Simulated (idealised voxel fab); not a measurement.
process module | voxel double patterning
cross-section cut | 300 nm wide | cells 5 nm
A cross-section is a grid of square cells, given in bands from the top down. A band is one or more rows of cells.
Each band's line starts with the height of the band's top and of its bottom, in nm. Then come its materials from left to right, each with its width in nm. One material with "throughout" fills the band from edge to edge. "air" is empty space.
Height 0 is the level under which the wafer as received is all one material. The lowest band goes on downwards, as in "0 down".
A width such as "30 to 40" changes by the same amount from each row of cells to the next, from the band's top row to its bottom row.
"no change" after a step means that no cell of the cross-section changed.
closed voids: empty space of 8 cells or more with no open way to the top, each as width x height at its distance from the left edge, in nm
after a step's settings: what the simulator itself notes on the step
overlay nm, on a step with a mask: how far to the right of its planned place the mask lay; to the left if negative
plan
1 op RECEIVE | material Si
2 op CONFORMAL_DEP | material SiO2 | thk nm 10
3 op DIRECTIONAL_DEP | material TiN | thk nm 15
4 op DIRECTIONAL_DEP | material SiCN | thk nm 5
5 op DIRECTIONAL_DEP | material aC | thk nm 10
6 op PATTERN | tone open | mask id FIRST | material resist | width nm 15 | pitch nm 50 | thk nm 30 | overlay nm 0
7 op DIRECTIONAL_ETCH | etch materials aC | depth nm 10
8 op STRIP | etch materials resist
9 op DIRECTIONAL_ETCH | etch materials SiCN | depth nm 5
10 op STRIP | etch materials aC
11 op MASKED_ETCH | tone open | mask id SECOND | width nm 15 | pitch nm 50 | etch materials SiCN | depth nm 5 | overlay nm 0
12 op DIRECTIONAL_ETCH | etch materials TiN | depth nm 15
13 op STRIP | etch materials SiCN
as received, after step 1
  0 down: Si throughout
  closed voids: none
first wafer at the end, as planned
  25 to 10: TiN 90 | air 15 | TiN 10 | air 15 | TiN 10 | air 15 | TiN 10 | air 15 | TiN 10 | air 15 | TiN 95
  10 to 0: SiO2 throughout
  0 down: Si throughout
  closed voids: none
second wafer at the end: like start, like plan, one mistake
  25 to 10: TiN 90 | air 30 | TiN 20 | air 30 | TiN 20 | air 15 | TiN 95
  10 to 0: SiO2 throughout
  0 down: Si throughout
  closed voids: none
what went wrong: step 11 ran as: op MASKED_ETCH | tone open | mask id SECOND | width nm 15 | pitch nm 50 | etch materials SiCN | depth nm 5 | overlay nm -10
at the end the second wafer has, in cells: as many of each material as the first, in other places
